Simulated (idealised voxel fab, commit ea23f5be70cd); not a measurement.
process module | voxel air gaps
cross-section cut | 300 nm wide | cells 5 nm
A cross-section is a grid of square cells, given in bands from the top down. A band is one or more rows of cells.
Each band's line starts with the height of the band's top and of its bottom, in nm. Then come its materials from left to right, each with its width in nm. One material with "throughout" fills the band from edge to edge. "air" is empty space.
Height 0 is the level under which the wafer as received is all one material. The lowest band goes on downwards, as in "0 down".
A width such as "30 to 40" changes by the same amount from each row of cells to the next, from the band's top row to its bottom row.
"no change" after a step means that no cell of the cross-section changed.
closed voids: empty space of 8 cells or more with no open way to the top, each as width x height at its distance from the left edge, in nm
after a step's settings: what the simulator itself notes on the step
overlay nm, on a step with a mask: how far to the right of its planned place the mask lay; to the left if negative
Each pair below shows a cross-section before one step and the cross-section after it, down to the lowest band that changed. The line under each pair gives the step between them, with its settings. The pairs can come from different runs of this module on the same starting wafer, so a pair continues from the pair above only where its "before" says so.
before
  0 down: Si throughout
  closed voids: none
after
  15 to 0: SiO2 throughout
  below 0: unchanged
  closed voids: none
the step between: op CONFORMAL_DEP | material SiO2 | thk nm 15
before: the cross-section after the pair above
after
  20 to 15: SiCN throughout
  below 15: unchanged
  closed voids: none
the step between: op CONFORMAL_DEP | material SiCN | thk nm 5
before: the cross-section after the pair above
after
  50 to 20: lowk throughout
  below 20: unchanged
  closed voids: none
the step between: op DIRECTIONAL_DEP | material lowk | thk nm 30
before: the cross-section after the pair above
after
  70 to 50: resist 55 | air 25 | resist 30 | air 25 | resist 30 | air 25 | resist 30 | air 25 | resist 55
  below 50: unchanged
  closed voids: none
the step between: op PATTERN | tone open | mask id LINES | material resist | width nm 25 | pitch nm 55 | thk nm 20 | overlay nm 0
before: the cross-section after the pair above
after
  70 to 50: resist 55 | air 25 | resist 30 | air 25 | resist 30 | air 25 | resist 30 | air 25 | resist 55
  50 to 20: lowk 55 | air 25 | lowk 30 | air 25 | lowk 30 | air 25 | lowk 30 | air 25 | lowk 55
  below 20: unchanged
  closed voids: none
the step between: op DIRECTIONAL_ETCH | etch materials lowk | depth nm 30
before: the cross-section after the pair above
after
  50 to 20: lowk 55 | air 25 | lowk 30 | air 25 | lowk 30 | air 25 | lowk 30 | air 25 | lowk 55
  below 20: unchanged
  closed voids: none
the step between: op STRIP | etch materials resist
before: the cross-section after the pair above
after
  55 to 50: TiN 60 | air 15 | TiN 40 | air 15 | TiN 40 | air 15 | TiN 40 | air 15 | TiN 60
  50 to 25: lowk 55 | TiN 5 | air 15 | TiN 5 | lowk 30 | TiN 5 | air 15 | TiN 5 | lowk 30 | TiN 5 | air 15 | TiN 5 | lowk 30 | TiN 5 | air 15 | TiN 5 | lowk 55
  25 to 20: lowk 55 | TiN 25 | lowk 30 | TiN 25 | lowk 30 | TiN 25 | lowk 30 | TiN 25 | lowk 55
  below 20: unchanged
  closed voids: none
the step between: op CONFORMAL_DEP | material TiN | thk nm 5
before: the cross-section after the pair above
after
  60 to 55: W throughout
  55 to 50: TiN 60 | W 15 | TiN 40 | W 15 | TiN 40 | W 15 | TiN 40 | W 15 | TiN 60
  50 to 25: lowk 55 | TiN 5 | W 15 | TiN 5 | lowk 30 | TiN 5 | W 15 | TiN 5 | lowk 30 | TiN 5 | W 15 | TiN 5 | lowk 30 | TiN 5 | W 15 | TiN 5 | lowk 55
  below 25: unchanged
  closed voids: none
the step between: op FILL_DEP | material W | thk nm 5
before: the cross-section after the pair above
after
  50 to 25: lowk 55 | TiN 5 | W 15 | TiN 5 | lowk 30 | TiN 5 | W 15 | TiN 5 | lowk 30 | TiN 5 | W 15 | TiN 5 | lowk 30 | TiN 5 | W 15 | TiN 5 | lowk 55
  below 25: unchanged
  closed voids: none
the step between: op CMP | height nm 50
before: the cross-section after the pair above
after
  60 to 50: air 45 | Ru 45 | air 10 | Ru 45 | air 10 | Ru 45 | air 10 | Ru 45 | air 45
  below 50: unchanged
  closed voids: none
the step between: op EPI | material Ru | thk nm 10
before: the cross-section after the pair above
after
  60 to 50: air 45 | Ru 45 | air 10 | Ru 45 | air 10 | Ru 45 | air 10 | Ru 45 | air 45
  50 to 25: air 55 | TiN 5 | W 15 | TiN 5 | air 30 | TiN 5 | W 15 | TiN 5 | air 30 | TiN 5 | W 15 | TiN 5 | air 30 | TiN 5 | W 15 | TiN 5 | air 55
  25 to 20: air 55 | TiN 25 | air 30 | TiN 25 | air 30 | TiN 25 | air 30 | TiN 25 | air 55
  below 20: unchanged
  closed voids: none
the step between: op SELECTIVE_ETCH | etch materials lowk | depth nm 40
before: the cross-section after the pair above
after
  65 to 60: air 40 | SiCN 220 | air 40
  60 to 50: air 40 | SiCN 5 | Ru 45 | SiCN 10 | Ru 45 | SiCN 10 | Ru 45 | SiCN 10 | Ru 45 | SiCN 5 | air 40
  50 to 45: air 40 | SiCN 15 | TiN 5 | W 15 | TiN 5 | SiCN 30 | TiN 5 | W 15 | TiN 5 | SiCN 30 | TiN 5 | W 15 | TiN 5 | SiCN 30 | TiN 5 | W 15 | TiN 5 | SiCN 15 | air 40
  45 to 25: air 50 | SiCN 5 | TiN 5 | W 15 | TiN 5 | SiCN 5 | air 20 | SiCN 5 | TiN 5 | W 15 | TiN 5 | SiCN 5 | air 20 | SiCN 5 | TiN 5 | W 15 | TiN 5 | SiCN 5 | air 20 | SiCN 5 | TiN 5 | W 15 | TiN 5 | SiCN 5 | air 50
  25 to 20: SiCN 55 | TiN 25 | SiCN 30 | TiN 25 | SiCN 30 | TiN 25 | SiCN 30 | TiN 25 | SiCN 55
  below 20: unchanged
  closed voids: 20 x 20 at 85; 20 x 20 at 140; 20 x 20 at 195
the step between: op CONFORMAL_DEP | material SiCN | thk nm 5
before
  15 to 0: SiO2 throughout
  0 down: Si throughout
  closed voids: none
after
  45 to 15: lowk throughout
  below 15: unchanged
  closed voids: none
the step between: op DIRECTIONAL_DEP | material lowk | thk nm 30
before: the cross-section after the pair above
after
  65 to 45: resist 55 | air 25 | resist 30 | air 25 | resist 30 | air 25 | resist 30 | air 25 | resist 55
  below 45: unchanged
  closed voids: none
the step between: op PATTERN | tone open | mask id LINES | material resist | width nm 25 | pitch nm 55 | thk nm 20 | overlay nm 0
before: the cross-section after the pair above
after
  65 to 45: resist 55 | air 25 | resist 30 | air 25 | resist 30 | air 25 | resist 30 | air 25 | resist 55
  45 to 15: lowk 55 | air 25 | lowk 30 | air 25 | lowk 30 | air 25 | lowk 30 | air 25 | lowk 55
  below 15: unchanged
  closed voids: none
the step between: op DIRECTIONAL_ETCH | etch materials lowk | depth nm 30
before: the cross-section after the pair above
after
  45 to 15: lowk 55 | air 25 | lowk 30 | air 25 | lowk 30 | air 25 | lowk 30 | air 25 | lowk 55
  below 15: unchanged
  closed voids: none
the step between: op STRIP | etch materials resist
before: the cross-section after the pair above
after
  50 to 45: TiN 60 | air 15 | TiN 40 | air 15 | TiN 40 | air 15 | TiN 40 | air 15 | TiN 60
  45 to 20: lowk 55 | TiN 5 | air 15 | TiN 5 | lowk 30 | TiN 5 | air 15 | TiN 5 | lowk 30 | TiN 5 | air 15 | TiN 5 | lowk 30 | TiN 5 | air 15 | TiN 5 | lowk 55
  20 to 15: lowk 55 | TiN 25 | lowk 30 | TiN 25 | lowk 30 | TiN 25 | lowk 30 | TiN 25 | lowk 55
  below 15: unchanged
  closed voids: none
the step between: op CONFORMAL_DEP | material TiN | thk nm 5
before: the cross-section after the pair above
after
  55 to 50: W throughout
  50 to 45: TiN 60 | W 15 | TiN 40 | W 15 | TiN 40 | W 15 | TiN 40 | W 15 | TiN 60
  45 to 20: lowk 55 | TiN 5 | W 15 | TiN 5 | lowk 30 | TiN 5 | W 15 | TiN 5 | lowk 30 | TiN 5 | W 15 | TiN 5 | lowk 30 | TiN 5 | W 15 | TiN 5 | lowk 55
  below 20: unchanged
  closed voids: none
the step between: op FILL_DEP | material W | thk nm 5
before: the cross-section after the pair above
after
  50 to 45: TiN 60 | W 15 | TiN 40 | W 15 | TiN 40 | W 15 | TiN 40 | W 15 | TiN 60
  below 45: unchanged
  closed voids: none
the step between: op CMP | height nm 50
before: the cross-section after the pair above
after
  60 to 50: Ru throughout
  below 50: unchanged
  closed voids: none
the step between: op EPI | material Ru | thk nm 10
before: the cross-section after the pair above
after
  65 to 60: SiCN throughout
  below 60: unchanged
  closed voids: none
the step between: op CONFORMAL_DEP | material SiCN | thk nm 5
before
  15 to 0: SiO2 throughout
  0 down: Si throughout
  closed voids: none
after
  30 to 0: SiO2 throughout
  below 0: unchanged
  closed voids: none
the step between: op CONFORMAL_DEP | material SiO2 | thk nm 15
before: the cross-section after the pair above
after
  35 to 30: SiCN throughout
  below 30: unchanged
  closed voids: none
the step between: op CONFORMAL_DEP | material SiCN | thk nm 5
before: the cross-section after the pair above
after
  65 to 35: lowk throughout
  below 35: unchanged
  closed voids: none
the step between: op DIRECTIONAL_DEP | material lowk | thk nm 30
before: the cross-section after the pair above
after
  85 to 65: resist 55 | air 25 | resist 30 | air 25 | resist 30 | air 25 | resist 30 | air 25 | resist 55
  below 65: unchanged
  closed voids: none
the step between: op PATTERN | tone open | mask id LINES | material resist | width nm 25 | pitch nm 55 | thk nm 20 | overlay nm 0
before: the cross-section after the pair above
after
  85 to 65: resist 55 | air 25 | resist 30 | air 25 | resist 30 | air 25 | resist 30 | air 25 | resist 55
  65 to 35: lowk 55 | air 25 | lowk 30 | air 25 | lowk 30 | air 25 | lowk 30 | air 25 | lowk 55
  below 35: unchanged
  closed voids: none
the step between: op DIRECTIONAL_ETCH | etch materials lowk | depth nm 30
before: the cross-section after the pair above
after
  65 to 35: lowk 55 | air 25 | lowk 30 | air 25 | lowk 30 | air 25 | lowk 30 | air 25 | lowk 55
  below 35: unchanged
  closed voids: none
the step between: op STRIP | etch materials resist
before: the cross-section after the pair above
after
  70 to 65: TiN 60 | air 15 | TiN 40 | air 15 | TiN 40 | air 15 | TiN 40 | air 15 | TiN 60
  65 to 40: lowk 55 | TiN 5 | air 15 | TiN 5 | lowk 30 | TiN 5 | air 15 | TiN 5 | lowk 30 | TiN 5 | air 15 | TiN 5 | lowk 30 | TiN 5 | air 15 | TiN 5 | lowk 55
  40 to 35: lowk 55 | TiN 25 | lowk 30 | TiN 25 | lowk 30 | TiN 25 | lowk 30 | TiN 25 | lowk 55
  below 35: unchanged
  closed voids: none
the step between: op CONFORMAL_DEP | material TiN | thk nm 5
before: the cross-section after the pair above
after
  75 to 70: W throughout
  70 to 65: TiN 60 | W 15 | TiN 40 | W 15 | TiN 40 | W 15 | TiN 40 | W 15 | TiN 60
  65 to 40: lowk 55 | TiN 5 | W 15 | TiN 5 | lowk 30 | TiN 5 | W 15 | TiN 5 | lowk 30 | TiN 5 | W 15 | TiN 5 | lowk 30 | TiN 5 | W 15 | TiN 5 | lowk 55
  below 40: unchanged
  closed voids: none
the step between: op FILL_DEP | material W | thk nm 5
before: the cross-section after the pair above
after
  50 to 40: lowk 55 | TiN 5 | W 15 | TiN 5 | lowk 30 | TiN 5 | W 15 | TiN 5 | lowk 30 | TiN 5 | W 15 | TiN 5 | lowk 30 | TiN 5 | W 15 | TiN 5 | lowk 55
  below 40: unchanged
  closed voids: none
the step between: op CMP | height nm 50
before: the cross-section after the pair above
after
  60 to 50: air 45 | Ru 45 | air 10 | Ru 45 | air 10 | Ru 45 | air 10 | Ru 45 | air 45
  below 50: unchanged
  closed voids: none
the step between: op EPI | material Ru | thk nm 10
before: the cross-section after the pair above
after
  60 to 50: air 45 | Ru 45 | air 10 | Ru 45 | air 10 | Ru 45 | air 10 | Ru 45 | air 45
  50 to 40: air 55 | TiN 5 | W 15 | TiN 5 | air 30 | TiN 5 | W 15 | TiN 5 | air 30 | TiN 5 | W 15 | TiN 5 | air 30 | TiN 5 | W 15 | TiN 5 | air 55
  40 to 35: air 55 | TiN 25 | air 30 | TiN 25 | air 30 | TiN 25 | air 30 | TiN 25 | air 55
  below 35: unchanged
  closed voids: none
the step between: op SELECTIVE_ETCH | etch materials lowk | depth nm 40
before: the cross-section after the pair above
after
  65 to 60: air 40 | SiCN 220 | air 40
  60 to 50: air 40 | SiCN 5 | Ru 45 | SiCN 10 | Ru 45 | SiCN 10 | Ru 45 | SiCN 10 | Ru 45 | SiCN 5 | air 40
  50 to 45: air 40 | SiCN 15 | TiN 5 | W 15 | TiN 5 | SiCN 30 | TiN 5 | W 15 | TiN 5 | SiCN 30 | TiN 5 | W 15 | TiN 5 | SiCN 30 | TiN 5 | W 15 | TiN 5 | SiCN 15 | air 40
  45 to 40: air 50 | SiCN 5 | TiN 5 | W 15 | TiN 5 | SiCN 5 | air 20 | SiCN 5 | TiN 5 | W 15 | TiN 5 | SiCN 5 | air 20 | SiCN 5 | TiN 5 | W 15 | TiN 5 | SiCN 5 | air 20 | SiCN 5 | TiN 5 | W 15 | TiN 5 | SiCN 5 | air 50
  40 to 35: SiCN 55 | TiN 25 | SiCN 30 | TiN 25 | SiCN 30 | TiN 25 | SiCN 30 | TiN 25 | SiCN 55
  below 35: unchanged
  closed voids: none
the step between: op CONFORMAL_DEP | material SiCN | thk nm 5
before
  0 down: Si throughout
  closed voids: none
after
  5 to 0: SiCN throughout
  below 0: unchanged
  closed voids: none
the step between: op CONFORMAL_DEP | material SiCN | thk nm 5
before: the cross-section after the pair above
after
  20 to 5: SiO2 throughout
  below 5: unchanged
  closed voids: none
the step between: op CONFORMAL_DEP | material SiO2 | thk nm 15
before: the cross-section after the pair above
after
  50 to 20: lowk throughout
  below 20: unchanged
  closed voids: none
the step between: op DIRECTIONAL_DEP | material lowk | thk nm 30
before: the cross-section after the pair above
after
  70 to 50: resist 55 | air 25 | resist 30 | air 25 | resist 30 | air 25 | resist 30 | air 25 | resist 55
  below 50: unchanged
  closed voids: none
the step between: op PATTERN | tone open | mask id LINES | material resist | width nm 25 | pitch nm 55 | thk nm 20 | overlay nm 0
before: the cross-section after the pair above
after
  70 to 50: resist 55 | air 25 | resist 30 | air 25 | resist 30 | air 25 | resist 30 | air 25 | resist 55
  50 to 20: lowk 55 | air 25 | lowk 30 | air 25 | lowk 30 | air 25 | lowk 30 | air 25 | lowk 55
  below 20: unchanged
  closed voids: none
the step between: op DIRECTIONAL_ETCH | etch materials lowk | depth nm 30
before: the cross-section after the pair above
after
  50 to 20: lowk 55 | air 25 | lowk 30 | air 25 | lowk 30 | air 25 | lowk 30 | air 25 | lowk 55
  below 20: unchanged
  closed voids: none
the step between: op STRIP | etch materials resist
before: the cross-section after the pair above
after
  55 to 50: TiN 60 | air 15 | TiN 40 | air 15 | TiN 40 | air 15 | TiN 40 | air 15 | TiN 60
  50 to 25: lowk 55 | TiN 5 | air 15 | TiN 5 | lowk 30 | TiN 5 | air 15 | TiN 5 | lowk 30 | TiN 5 | air 15 | TiN 5 | lowk 30 | TiN 5 | air 15 | TiN 5 | lowk 55
  25 to 20: lowk 55 | TiN 25 | lowk 30 | TiN 25 | lowk 30 | TiN 25 | lowk 30 | TiN 25 | lowk 55
  below 20: unchanged
  closed voids: none
the step between: op CONFORMAL_DEP | material TiN | thk nm 5
before: the cross-section after the pair above
after
  60 to 55: W throughout
  55 to 50: TiN 60 | W 15 | TiN 40 | W 15 | TiN 40 | W 15 | TiN 40 | W 15 | TiN 60
  50 to 25: lowk 55 | TiN 5 | W 15 | TiN 5 | lowk 30 | TiN 5 | W 15 | TiN 5 | lowk 30 | TiN 5 | W 15 | TiN 5 | lowk 30 | TiN 5 | W 15 | TiN 5 | lowk 55
  below 25: unchanged
  closed voids: none
the step between: op FILL_DEP | material W | thk nm 5
before: the cross-section after the pair above
after
  50 to 25: lowk 55 | TiN 5 | W 15 | TiN 5 | lowk 30 | TiN 5 | W 15 | TiN 5 | lowk 30 | TiN 5 | W 15 | TiN 5 | lowk 30 | TiN 5 | W 15 | TiN 5 | lowk 55
  below 25: unchanged
  closed voids: none
the step between: op CMP | height nm 50
before: the cross-section after the pair above
after
  60 to 50: air 45 | Ru 45 | air 10 | Ru 45 | air 10 | Ru 45 | air 10 | Ru 45 | air 45
  below 50: unchanged
  closed voids: none
the step between: op EPI | material Ru | thk nm 10
before: the cross-section after the pair above
after
  60 to 50: air 45 | Ru 45 | air 10 | Ru 45 | air 10 | Ru 45 | air 10 | Ru 45 | air 45
  50 to 25: air 55 | TiN 5 | W 15 | TiN 5 | air 30 | TiN 5 | W 15 | TiN 5 | air 30 | TiN 5 | W 15 | TiN 5 | air 30 | TiN 5 | W 15 | TiN 5 | air 55
  25 to 20: air 55 | TiN 25 | air 30 | TiN 25 | air 30 | TiN 25 | air 30 | TiN 25 | air 55
  below 20: unchanged
  closed voids: none
the step between: op SELECTIVE_ETCH | etch materials lowk | depth nm 40
before: the cross-section after the pair above
after
  65 to 60: air 40 | SiCN 220 | air 40
  60 to 50: air 40 | SiCN 5 | Ru 45 | SiCN 10 | Ru 45 | SiCN 10 | Ru 45 | SiCN 10 | Ru 45 | SiCN 5 | air 40
  50 to 45: air 40 | SiCN 15 | TiN 5 | W 15 | TiN 5 | SiCN 30 | TiN 5 | W 15 | TiN 5 | SiCN 30 | TiN 5 | W 15 | TiN 5 | SiCN 30 | TiN 5 | W 15 | TiN 5 | SiCN 15 | air 40
  45 to 25: air 50 | SiCN 5 | TiN 5 | W 15 | TiN 5 | SiCN 5 | air 20 | SiCN 5 | TiN 5 | W 15 | TiN 5 | SiCN 5 | air 20 | SiCN 5 | TiN 5 | W 15 | TiN 5 | SiCN 5 | air 20 | SiCN 5 | TiN 5 | W 15 | TiN 5 | SiCN 5 | air 50
  25 to 20: SiCN 55 | TiN 25 | SiCN 30 | TiN 25 | SiCN 30 | TiN 25 | SiCN 30 | TiN 25 | SiCN 55
  below 20: unchanged
  closed voids: 20 x 20 at 85; 20 x 20 at 140; 20 x 20 at 195
the step between: op CONFORMAL_DEP | material SiCN | thk nm 5
before
  20 to 15: SiCN throughout
  15 to 0: SiO2 throughout
  0 down: Si throughout
  closed voids: none
after
  45 to 20: lowk throughout
  below 20: unchanged
  closed voids: none
the step between: op DIRECTIONAL_DEP | material lowk | thk nm 25
before: the cross-section after the pair above
after
  65 to 45: resist 55 | air 25 | resist 30 | air 25 | resist 30 | air 25 | resist 30 | air 25 | resist 55
  below 45: unchanged
  closed voids: none
the step between: op PATTERN | tone open | mask id LINES | material resist | width nm 25 | pitch nm 55 | thk nm 20 | overlay nm 0
before: the cross-section after the pair above
after
  65 to 45: resist 55 | air 25 | resist 30 | air 25 | resist 30 | air 25 | resist 30 | air 25 | resist 55
  45 to 20: lowk 55 | air 25 | lowk 30 | air 25 | lowk 30 | air 25 | lowk 30 | air 25 | lowk 55
  below 20: unchanged
  closed voids: none
the step between: op DIRECTIONAL_ETCH | etch materials lowk | depth nm 30
before: the cross-section after the pair above
after
  45 to 20: lowk 55 | air 25 | lowk 30 | air 25 | lowk 30 | air 25 | lowk 30 | air 25 | lowk 55
  below 20: unchanged
  closed voids: none
the step between: op STRIP | etch materials resist
before: the cross-section after the pair above
after
  50 to 45: TiN 60 | air 15 | TiN 40 | air 15 | TiN 40 | air 15 | TiN 40 | air 15 | TiN 60
  45 to 25: lowk 55 | TiN 5 | air 15 | TiN 5 | lowk 30 | TiN 5 | air 15 | TiN 5 | lowk 30 | TiN 5 | air 15 | TiN 5 | lowk 30 | TiN 5 | air 15 | TiN 5 | lowk 55
  25 to 20: lowk 55 | TiN 25 | lowk 30 | TiN 25 | lowk 30 | TiN 25 | lowk 30 | TiN 25 | lowk 55
  below 20: unchanged
  closed voids: none
the step between: op CONFORMAL_DEP | material TiN | thk nm 5
before: the cross-section after the pair above
after
  55 to 50: W throughout
  50 to 45: TiN 60 | W 15 | TiN 40 | W 15 | TiN 40 | W 15 | TiN 40 | W 15 | TiN 60
  45 to 25: lowk 55 | TiN 5 | W 15 | TiN 5 | lowk 30 | TiN 5 | W 15 | TiN 5 | lowk 30 | TiN 5 | W 15 | TiN 5 | lowk 30 | TiN 5 | W 15 | TiN 5 | lowk 55
  below 25: unchanged
  closed voids: none
the step between: op FILL_DEP | material W | thk nm 5
before: the cross-section after the pair above
after
  50 to 45: TiN 60 | W 15 | TiN 40 | W 15 | TiN 40 | W 15 | TiN 40 | W 15 | TiN 60
  below 45: unchanged
  closed voids: none
the step between: op CMP | height nm 50
before: the cross-section after the pair above
after
  60 to 50: Ru throughout
  below 50: unchanged
  closed voids: none
the step between: op EPI | material Ru | thk nm 10
before: the cross-section after the pair above
after
  65 to 60: SiCN throughout
  below 60: unchanged
  closed voids: none
the step between: op CONFORMAL_DEP | material SiCN | thk nm 5
before
  50 to 20: lowk throughout
  20 to 15: SiCN throughout
  15 to 0: SiO2 throughout
  0 down: Si throughout
  closed voids: none
after
  70 to 50: resist 60 | air 20 | resist 35 | air 20 | resist 35 | air 20 | resist 35 | air 20 | resist 55
  below 50: unchanged
  closed voids: none
the step between: op PATTERN | tone open | mask id LINES | material resist | width nm 20 | pitch nm 55 | thk nm 20 | overlay nm 0
before: the cross-section after the pair above
after
  70 to 50: resist 60 | air 20 | resist 35 | air 20 | resist 35 | air 20 | resist 35 | air 20 | resist 55
  50 to 20: lowk 60 | air 20 | lowk 35 | air 20 | lowk 35 | air 20 | lowk 35 | air 20 | lowk 55
  below 20: unchanged
  closed voids: none
the step between: op DIRECTIONAL_ETCH | etch materials lowk | depth nm 30
before: the cross-section after the pair above
after
  50 to 20: lowk 60 | air 20 | lowk 35 | air 20 | lowk 35 | air 20 | lowk 35 | air 20 | lowk 55
  below 20: unchanged
  closed voids: none
the step between: op STRIP | etch materials resist
before: the cross-section after the pair above
after
  55 to 50: TiN 65 | air 10 | TiN 45 | air 10 | TiN 45 | air 10 | TiN 45 | air 10 | TiN 60
  50 to 25: lowk 60 | TiN 5 | air 10 | TiN 5 | lowk 35 | TiN 5 | air 10 | TiN 5 | lowk 35 | TiN 5 | air 10 | TiN 5 | lowk 35 | TiN 5 | air 10 | TiN 5 | lowk 55
  25 to 20: lowk 60 | TiN 20 | lowk 35 | TiN 20 | lowk 35 | TiN 20 | lowk 35 | TiN 20 | lowk 55
  below 20: unchanged
  closed voids: none
the step between: op CONFORMAL_DEP | material TiN | thk nm 5
before: the cross-section after the pair above
after
  60 to 55: W throughout
  55 to 50: TiN 65 | W 10 | TiN 45 | W 10 | TiN 45 | W 10 | TiN 45 | W 10 | TiN 60
  50 to 25: lowk 60 | TiN 5 | W 10 | TiN 5 | lowk 35 | TiN 5 | W 10 | TiN 5 | lowk 35 | TiN 5 | W 10 | TiN 5 | lowk 35 | TiN 5 | W 10 | TiN 5 | lowk 55
  below 25: unchanged
  closed voids: none
the step between: op FILL_DEP | material W | thk nm 5
before: the cross-section after the pair above
after
  50 to 25: lowk 60 | TiN 5 | W 10 | TiN 5 | lowk 35 | TiN 5 | W 10 | TiN 5 | lowk 35 | TiN 5 | W 10 | TiN 5 | lowk 35 | TiN 5 | W 10 | TiN 5 | lowk 55
  below 25: unchanged
  closed voids: none
the step between: op CMP | height nm 50
before: the cross-section after the pair above
after
  60 to 50: air 50 | Ru 40 | air 15 | Ru 40 | air 15 | Ru 40 | air 15 | Ru 40 | air 45
  below 50: unchanged
  closed voids: none
the step between: op EPI | material Ru | thk nm 10
before: the cross-section after the pair above
after
  60 to 50: air 50 | Ru 40 | air 15 | Ru 40 | air 15 | Ru 40 | air 15 | Ru 40 | air 45
  50 to 25: air 60 | TiN 5 | W 10 | TiN 5 | air 35 | TiN 5 | W 10 | TiN 5 | air 35 | TiN 5 | W 10 | TiN 5 | air 35 | TiN 5 | W 10 | TiN 5 | air 55
  25 to 20: air 60 | TiN 20 | air 35 | TiN 20 | air 35 | TiN 20 | air 35 | TiN 20 | air 55
  below 20: unchanged
  closed voids: none
the step between: op SELECTIVE_ETCH | etch materials lowk | depth nm 40
before: the cross-section after the pair above
after
  65 to 60: air 45 | SiCN 50 | air 5 | SiCN 50 | air 5 | SiCN 50 | air 5 | SiCN 50 | air 40
  60 to 50: air 45 | SiCN 5 | Ru 40 | SiCN 5 | air 5 | SiCN 5 | Ru 40 | SiCN 5 | air 5 | SiCN 5 | Ru 40 | SiCN 5 | air 5 | SiCN 5 | Ru 40 | SiCN 5 | air 40
  50 to 45: air 45 | SiCN 15 | TiN 5 | W 10 | TiN 5 | SiCN 15 | air 5 | SiCN 15 | TiN 5 | W 10 | TiN 5 | SiCN 15 | air 5 | SiCN 15 | TiN 5 | W 10 | TiN 5 | SiCN 15 | air 5 | SiCN 15 | TiN 5 | W 10 | TiN 5 | SiCN 15 | air 40
  45 to 25: air 55 | SiCN 5 | TiN 5 | W 10 | TiN 5 | SiCN 5 | air 25 | SiCN 5 | TiN 5 | W 10 | TiN 5 | SiCN 5 | air 25 | SiCN 5 | TiN 5 | W 10 | TiN 5 | SiCN 5 | air 25 | SiCN 5 | TiN 5 | W 10 | TiN 5 | SiCN 5 | air 50
  25 to 20: SiCN 60 | TiN 20 | SiCN 35 | TiN 20 | SiCN 35 | TiN 20 | SiCN 35 | TiN 20 | SiCN 55
  below 20: unchanged
  closed voids: none
the step between: op CONFORMAL_DEP | material SiCN | thk nm 5
before
  50 to 20: lowk throughout
  20 to 15: SiCN throughout
  15 to 0: SiO2 throughout
  0 down: Si throughout
  closed voids: none
after
  70 to 50: resist 60 | air 25 | resist 30 | air 25 | resist 30 | air 25 | resist 30 | air 25 | resist 50
  below 50: unchanged
  closed voids: none
the step between: op PATTERN | tone open | mask id LINES | material resist | width nm 25 | pitch nm 55 | thk nm 20 | overlay nm 5
before: the cross-section after the pair above
after
  70 to 50: resist 60 | air 25 | resist 30 | air 25 | resist 30 | air 25 | resist 30 | air 25 | resist 50
  50 to 20: lowk 60 | air 25 | lowk 30 | air 25 | lowk 30 | air 25 | lowk 30 | air 25 | lowk 50
  below 20: unchanged
  closed voids: none
the step between: op DIRECTIONAL_ETCH | etch materials lowk | depth nm 30
before: the cross-section after the pair above
after
  50 to 20: lowk 60 | air 25 | lowk 30 | air 25 | lowk 30 | air 25 | lowk 30 | air 25 | lowk 50
  below 20: unchanged
  closed voids: none
the step between: op STRIP | etch materials resist
before: the cross-section after the pair above
after
  55 to 50: TiN 65 | air 15 | TiN 40 | air 15 | TiN 40 | air 15 | TiN 40 | air 15 | TiN 55
  50 to 25: lowk 60 | TiN 5 | air 15 | TiN 5 | lowk 30 | TiN 5 | air 15 | TiN 5 | lowk 30 | TiN 5 | air 15 | TiN 5 | lowk 30 | TiN 5 | air 15 | TiN 5 | lowk 50
  25 to 20: lowk 60 | TiN 25 | lowk 30 | TiN 25 | lowk 30 | TiN 25 | lowk 30 | TiN 25 | lowk 50
  below 20: unchanged
  closed voids: none
the step between: op CONFORMAL_DEP | material TiN | thk nm 5
before: the cross-section after the pair above
after
  60 to 55: W throughout
  55 to 50: TiN 65 | W 15 | TiN 40 | W 15 | TiN 40 | W 15 | TiN 40 | W 15 | TiN 55
  50 to 25: lowk 60 | TiN 5 | W 15 | TiN 5 | lowk 30 | TiN 5 | W 15 | TiN 5 | lowk 30 | TiN 5 | W 15 | TiN 5 | lowk 30 | TiN 5 | W 15 | TiN 5 | lowk 50
  below 25: unchanged
  closed voids: none
the step between: op FILL_DEP | material W | thk nm 5
before: the cross-section after the pair above
after
  50 to 25: lowk 60 | TiN 5 | W 15 | TiN 5 | lowk 30 | TiN 5 | W 15 | TiN 5 | lowk 30 | TiN 5 | W 15 | TiN 5 | lowk 30 | TiN 5 | W 15 | TiN 5 | lowk 50
  below 25: unchanged
  closed voids: none
the step between: op CMP | height nm 50
before: the cross-section after the pair above
after
  60 to 50: air 50 | Ru 45 | air 10 | Ru 45 | air 10 | Ru 45 | air 10 | Ru 45 | air 40
  below 50: unchanged
  closed voids: none
the step between: op EPI | material Ru | thk nm 10
before: the cross-section after the pair above
after
  60 to 50: air 50 | Ru 45 | air 10 | Ru 45 | air 10 | Ru 45 | air 10 | Ru 45 | air 40
  50 to 25: air 60 | TiN 5 | W 15 | TiN 5 | air 30 | TiN 5 | W 15 | TiN 5 | air 30 | TiN 5 | W 15 | TiN 5 | air 30 | TiN 5 | W 15 | TiN 5 | air 50
  25 to 20: air 60 | TiN 25 | air 30 | TiN 25 | air 30 | TiN 25 | air 30 | TiN 25 | air 50
  below 20: unchanged
  closed voids: none
the step between: op SELECTIVE_ETCH | etch materials lowk | depth nm 40
before: the cross-section after the pair above
after
  65 to 60: air 45 | SiCN 220 | air 35
  60 to 50: air 45 | SiCN 5 | Ru 45 | SiCN 10 | Ru 45 | SiCN 10 | Ru 45 | SiCN 10 | Ru 45 | SiCN 5 | air 35
  50 to 45: air 45 | SiCN 15 | TiN 5 | W 15 | TiN 5 | SiCN 30 | TiN 5 | W 15 | TiN 5 | SiCN 30 | TiN 5 | W 15 | TiN 5 | SiCN 30 | TiN 5 | W 15 | TiN 5 | SiCN 15 | air 35
  45 to 25: air 55 | SiCN 5 | TiN 5 | W 15 | TiN 5 | SiCN 5 | air 20 | SiCN 5 | TiN 5 | W 15 | TiN 5 | SiCN 5 | air 20 | SiCN 5 | TiN 5 | W 15 | TiN 5 | SiCN 5 | air 20 | SiCN 5 | TiN 5 | W 15 | TiN 5 | SiCN 5 | air 45
  25 to 20: SiCN 60 | TiN 25 | SiCN 30 | TiN 25 | SiCN 30 | TiN 25 | SiCN 30 | TiN 25 | SiCN 50
  below 20: unchanged
  closed voids: 20 x 20 at 90; 20 x 20 at 145; 20 x 20 at 200
the step between: op CONFORMAL_DEP | material SiCN | thk nm 5
before
  60 to 50: air 45 | Ru 45 | air 10 | Ru 45 | air 10 | Ru 45 | air 10 | Ru 45 | air 45
  50 to 25: lowk 55 | TiN 5 | W 15 | TiN 5 | lowk 30 | TiN 5 | W 15 | TiN 5 | lowk 30 | TiN 5 | W 15 | TiN 5 | lowk 30 | TiN 5 | W 15 | TiN 5 | lowk 55
  25 to 20: lowk 55 | TiN 25 | lowk 30 | TiN 25 | lowk 30 | TiN 25 | lowk 30 | TiN 25 | lowk 55
  20 to 15: SiCN throughout
  15 to 0: SiO2 throughout
  0 down: Si throughout
  closed voids: none
after
  50 to 25: lowk 55 | TiN 5 | W 15 | TiN 5 | lowk 30 | TiN 5 | W 15 | TiN 5 | lowk 30 | TiN 5 | W 15 | TiN 5 | lowk 30 | TiN 5 | W 15 | TiN 5 | lowk 55
  below 25: unchanged
  closed voids: none
the step between: op SELECTIVE_ETCH | etch materials Ru | depth nm 40
